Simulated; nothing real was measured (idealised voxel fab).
Title: Process Module voxel transistor to metal
Each square cell in cross-section cut measures 5 nm, and the section as a whole is 180 nm wide.
How to read a cross-section here: the picture is a grid of square cells, written as bands going from the top down, and any band can span one or more rows of cells. Within each band entry, the heights of the top and of the bottom of the band appear first, in that order and in nm; the materials of the band then follow from left to right, each with its corresponding width in nm. The designation "edge to edge" on a single material indicates that it fills the band from edge to edge; the designation "blank" indicates empty space. Convention: height 0 is the level below which the wafer, as received, is all one material. The lowest band does not terminate at the bottom but continues downward, represented as "0 and below". Width spec "30..40" -> top row of cells at first value, bottom row at second value, equal per-row change in between. Take "all unchanged" at face value: in the step it is given for, the cross-section changed in none of its cells. Closed-off voids of 8+ cells (no open route to the top) go in "Closed cavities", written width x height at distance from the left edge, in nm. That trailing text on a step's line, after the settings, is the simulator's own remark on the step. Steps that use a mask can have "overlay nm" on their line. It says how far the mask sat to the right of where it was meant to be. Negative means to the left.
Set out below are the planned steps of the process
1) RECEIVE [material Si]
2) CONFORMAL_DEP [material SiO2] [thk nm 5]
3) CONFORMAL_DEP [material SiN] [thk nm 15]
4) MASKED_ETCH [tone cover] [mask id ACTIVE] [width nm 115] [etch materials SiN] [depth nm 15] [overlay nm 0]
5) MASKED_ETCH [tone cover] [mask id ACTIVE] [width nm 115] [etch materials SiO2] [depth nm 5] [overlay nm 0]
6) MASKED_ETCH [tone cover] [mask id ACTIVE] [width nm 115] [etch materials Si] [depth nm 25] [overlay nm 0]
7) OXIDIZE [depth nm 5]
8) FILL_DEP [material SiO2] [thk nm 10]
9) CMP [height nm 20]
10) SELECTIVE_ETCH [etch materials SiO2] [depth nm 15]
11) STRIP [etch materials SiN]
12) SELECTIVE_ETCH [etch materials SiO2] [depth nm 5]
13) OXIDIZE [depth nm 5]
14) DIRECTIONAL_DEP [material polySi] [thk nm 30]
15) DIRECTIONAL_DEP [material SiCN] [thk nm 15]
16) PATTERN [tone cover] [mask id GATE] [material resist] [width nm 25] [thk nm 15] [overlay nm 0]
17) DIRECTIONAL_ETCH [etch materials SiCN] [depth nm 25]
18) DIRECTIONAL_ETCH [etch materials polySi] [depth nm 40]
19) STRIP [etch materials resist]
20) CONFORMAL_DEP [material SiN] [thk nm 10]
21) DIRECTIONAL_ETCH [etch materials SiN] [depth nm 10]
22) DIRECTIONAL_ETCH [etch materials SiO2] [depth nm 5]
23) DIRECTIONAL_ETCH [etch materials Si] [depth nm 10]
24) EPI [material pSi] [thk nm 15]
25) FILL_DEP [material SiO2] [thk nm 10]
26) CMP [height nm 45]
27) DIRECTIONAL_DEP [material SiO2] [thk nm 15]
28) DIRECTIONAL_DEP [material aC] [thk nm 15]
29) PATTERN [tone open] [mask id CONTACT] [material resist] [width nm 15] [pitch nm 80] [thk nm 30] [overlay nm 0]
30) DIRECTIONAL_ETCH [etch materials aC] [depth nm 15]
31) STRIP [etch materials resist]
32) DIRECTIONAL_ETCH [etch materials SiO2] [depth nm 60]
33) STRIP [etch materials aC]
34) CONFORMAL_DEP [material TiN] [thk nm 5]
35) FILL_DEP [material Ru] [thk nm 5]
36) CMP [height nm 60]
37) CONFORMAL_DEP [material SiN] [thk nm 5]
38) DIRECTIONAL_DEP [material SiO2] [thk nm 15]
39) DIRECTIONAL_DEP [material aC] [thk nm 10]
40) PATTERN [tone open] [mask id METAL_1] [material resist] [width nm 15] [pitch nm 80] [thk nm 30] [overlay nm 0]
41) DIRECTIONAL_ETCH [etch materials aC] [depth nm 10]
42) STRIP [etch materials resist]
43) DIRECTIONAL_ETCH [etch materials SiO2] [depth nm 15]
44) DIRECTIONAL_ETCH [etch materials SiN] [depth nm 5]
45) STRIP [etch materials aC]
46) CONFORMAL_DEP [material TiN] [thk nm 5]
47) FILL_DEP [material Ru] [thk nm 5]
48) CMP [height nm 80]
49) CONFORMAL_DEP [material SiCN] [thk nm 5]
50) DIRECTIONAL_DEP [material SiO2] [thk nm 30]
51) DIRECTIONAL_DEP [material aC] [thk nm 10]
52) PATTERN [tone open] [mask id METAL_2] [material resist] [width nm 15] [pitch nm 80] [thk nm 25] [overlay nm 0]
53) DIRECTIONAL_ETCH [etch materials aC] [depth nm 10]
54) STRIP [etch materials resist]
55) DIRECTIONAL_ETCH [etch materials SiO2] [depth nm 20]
56) STRIP [etch materials aC]
57) MASKED_ETCH [tone open] [mask id METAL_2_HOLES] [width nm 15] [pitch nm 80] [etch materials SiO2] [depth nm 10] [overlay nm 0]
58) MASKED_ETCH [tone open] [mask id METAL_2_HOLES] [width nm 15] [pitch nm 80] [etch materials SiCN] [depth nm 5] [overlay nm 0]
59) CONFORMAL_DEP [material TiN] [thk nm 5]
60) FILL_DEP [material Cu] [thk nm 10]
61) CMP [height nm 115]
62) CONFORMAL_DEP [material SiN] [thk nm 5]
Received-state cross-section, reflecting completion of step 1
* 0 and below: Si edge to edge
* Closed cavities: none
End-of-module XS, first of two wafers, run as planned
* 120 down to 115: SiN edge to edge
* 115 down to 85: 40 of SiO2 / 5 of TiN / 5 of Cu / 5 of TiN / 65 of SiO2 / 5 of TiN / 5 of Cu / 5 of TiN / 45 of SiO2
* 85 down to 80: 40 of SiCN / 15 of TiN / 65 of SiCN / 15 of TiN / 45 of SiCN
* 80 down to 65: 40 of SiO2 / 5 of TiN / 5 of Ru / 5 of TiN / 65 of SiO2 / 5 of TiN / 5 of Ru / 5 of TiN / 45 of SiO2
* 65 down to 60: 40 of SiN / 15 of TiN / 65 of SiN / 15 of TiN / 45 of SiN
* 60 down to 45: 40 of SiO2 / 5 of TiN / 5 of Ru / 5 of TiN / 65 of SiO2 / 5 of TiN / 5 of Ru / 5 of TiN / 45 of SiO2
* 45 down to 30: 40 of SiO2 / 5 of TiN / 5 of Ru / 5 of TiN / 10 of SiO2 / 10 of SiN / 25 of SiCN / 10 of SiN / 10 of SiO2 / 5 of TiN / 5 of Ru / 5 of TiN / 45 of SiO2
* 30 down to 15: 40 of SiO2 / 5 of TiN / 5 of Ru / 5 of TiN / 10 of SiO2 / 10 of SiN / 25 of polySi / 10 of SiN / 10 of SiO2 / 5 of TiN / 5 of Ru / 5 of TiN / 45 of SiO2
* 15 down to 10: 40 of SiO2 / 15 of TiN / 10 of SiO2 / 10 of SiN / 25 of polySi / 10 of SiN / 10 of SiO2 / 15 of TiN / 45 of SiO2
* 10 down to 0: 40 of SiO2 / 10 of TiN / 15 of pSi / 10 of SiN / 25 of polySi / 10 of SiN / 15 of pSi / 10 of TiN / 45 of SiO2
* 0 down to -5: 30 of SiO2 / 35 of pSi / 45 of SiO2 / 35 of pSi / 35 of SiO2
* -5 down to -15: 35 of SiO2 / 30 of pSi / 45 of Si / 30 of pSi / 40 of SiO2
* -15 down to -30: 35 of SiO2 / 105 of Si / 40 of SiO2
* -30 and below: Si edge to edge
* Closed cavities: none
Here's the second of our two wafers sectioned at module end. Same start as the first, same plan, but one mistake got made running it
* 120 down to 115: SiN edge to edge
* 115 down to 85: 40 of SiO2 / 5 of TiN / 5 of Cu / 5 of TiN / 65 of SiO2 / 5 of TiN / 5 of Cu / 5 of TiN / 45 of SiO2
* 85 down to 80: 40 of SiCN / 15 of TiN / 65 of SiCN / 15 of TiN / 45 of SiCN
* 80 down to 65: 40 of SiO2 / 5 of TiN / 5 of Ru / 5 of TiN / 65 of SiO2 / 5 of TiN / 5 of Ru / 5 of TiN / 45 of SiO2
* 65 down to 60: 40 of SiN / 15 of TiN / 65 of SiN / 15 of TiN / 45 of SiN
* 60 down to 45: 40 of SiO2 / 5 of TiN / 5 of Ru / 5 of TiN / 65 of SiO2 / 5 of TiN / 5 of Ru / 5 of TiN / 45 of SiO2
* 45 down to 40: 40 of SiO2 / 5 of TiN / 5 of Ru / 5 of TiN / 10 of SiO2 / 10 of SiN / 25 of SiCN / 10 of SiN / 10 of SiO2 / 5 of TiN / 5 of Ru / 5 of TiN / 45 of SiO2
* 40 down to 35: 40 of SiO2 / 15 of TiN / 10 of SiO2 / 10 of SiN / 25 of SiCN / 10 of SiN / 10 of SiO2 / 15 of TiN / 45 of SiO2
* 35 down to 30: SiCN edge to edge
* 30 down to 0: polySi edge to edge
* 0 down to -5: SiO2 edge to edge
* -5 down to -30: 35 of SiO2 / 105 of Si / 40 of SiO2
* -30 and below: Si edge to edge
* Closed cavities: none
Where did the run depart from the plan? step 15 of the plan saw execution twice
Once processing is complete, comparing cell counts shows that the second wafer has more or fewer of certain materials than the first: Ru: 10 fewer; Si: 24 more; SiCN: 31 more; SiN: 28 fewer; SiO2: 125 fewer; TiN: 28 fewer; pSi: 50 fewer; polySi: 186 more
